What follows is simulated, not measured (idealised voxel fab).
Process module in this document: voxel fin reveal
Square cells of 5 nm make up the cross-section cut, whose width is 210 nm.
Reading order for cross-sections: top band down to bottom band. Underlying form: a grid of square cells. Band size: one or more rows of cells.
Within each band entry, the heights of the top and of the bottom of the band appear first, in that order and in nm; the materials of the band then follow from left to right, each with its corresponding width in nm. The designation "edge to edge" on a single material indicates that it fills the band from edge to edge; the designation "air" indicates empty space.
Basically, 0 is our baseline, since under it the wafer straight out of the box is all one material. The bottom band has no lower end and keeps on going down, so it looks like "0 nm and below".
You'd read "30 to 40" like this: the band's top row of cells is as wide as the first number, its bottom row is as wide as the second, and going down, every row changes width by the same amount as the row before did.
Where a step carries "everything unchanged", the cross-section came out of it unchanged, cell for cell.
"Encapsulated voids" enumerates empty spaces isolated from the top, with no open way to it, that contain at least 8 cells, giving each as width x height at distance from the left edge, all three in nm.
On each step's line, the part that comes after the settings is the simulator's own comment on the step.
overlay nm: mask offset rightward from planned place, masked step; negative means leftward offset.
-- Below is the list of planned process steps
1,RECEIVE [material Si]
2,CONFORMAL_DEP [material SiN] [thk nm 10]
3,DIRECTIONAL_DEP [material aC] [thk nm 15]
4,PATTERN [tone cover] [mask id FINS] [material resist] [width nm 15] [pitch nm 40] [thk nm 35] [overlay nm 0]
5,DIRECTIONAL_ETCH [etch materials aC] [depth nm 15]
6,STRIP [etch materials resist]
7,DIRECTIONAL_ETCH [etch materials SiN] [depth nm 10]
8,DIRECTIONAL_ETCH [etch materials Si] [depth nm 35]
9,STRIP [etch materials aC]
10,FILL_DEP [material SiO2] [thk nm 5]
11,CMP [height nm 10]
12,SELECTIVE_ETCH [etch materials SiO2] [depth nm 30]
13,STRIP [etch materials SiN]
14,CONFORMAL_DEP [material SiO2] [thk nm 5]
-- As-received state of the wafer in cross-section, equivalent to post-step 1
  0 nm and below  Si edge to edge
  Encapsulated voids: none
-- Here's the cross-section of the first of our two wafers at the end of the module - it ran as planned
  5 nm to 0 nm  air=50, then SiO2=25, then air=15, then SiO2=25, then air=15, then SiO2=25, then air=55
  0 nm to -15 nm  air=50, then SiO2=5, then Si=15, then SiO2=5, then air=15, then SiO2=5, then Si=15, then SiO2=5, then air=15, then SiO2=5, then Si=15, then SiO2=5, then air=55
  -15 nm to -35 nm  SiO2=55, then Si=15, then SiO2=25, then Si=15, then SiO2=25, then Si=15, then SiO2=60
  -35 nm and below  Si edge to edge
  Encapsulated voids: none
-- Wafer two cross-section, module end. Start and plan unchanged from wafer one; one mistake made during the run
  5 nm to 0 nm  air=50, then SiO2=25, then air=15, then SiO2=25, then air=15, then SiO2=25, then air=55
  0 nm to -15 nm  air=50, then SiO2=5, then Si=15, then SiO2=5, then air=15, then SiO2=5, then Si=15, then SiO2=5, then air=15, then SiO2=5, then Si=15, then SiO2=5, then air=55
  -15 nm to -70 nm  SiO2=55, then Si=15, then SiO2=25, then Si=15, then SiO2=25, then Si=15, then SiO2=60
  -70 nm and below  Si edge to edge
  Encapsulated voids: none
Diagnosis: the plan's step 8 ran twice
Wafer comparison, final, in cells, second relative to first, materials more or fewer: Si -231, SiO2 +231
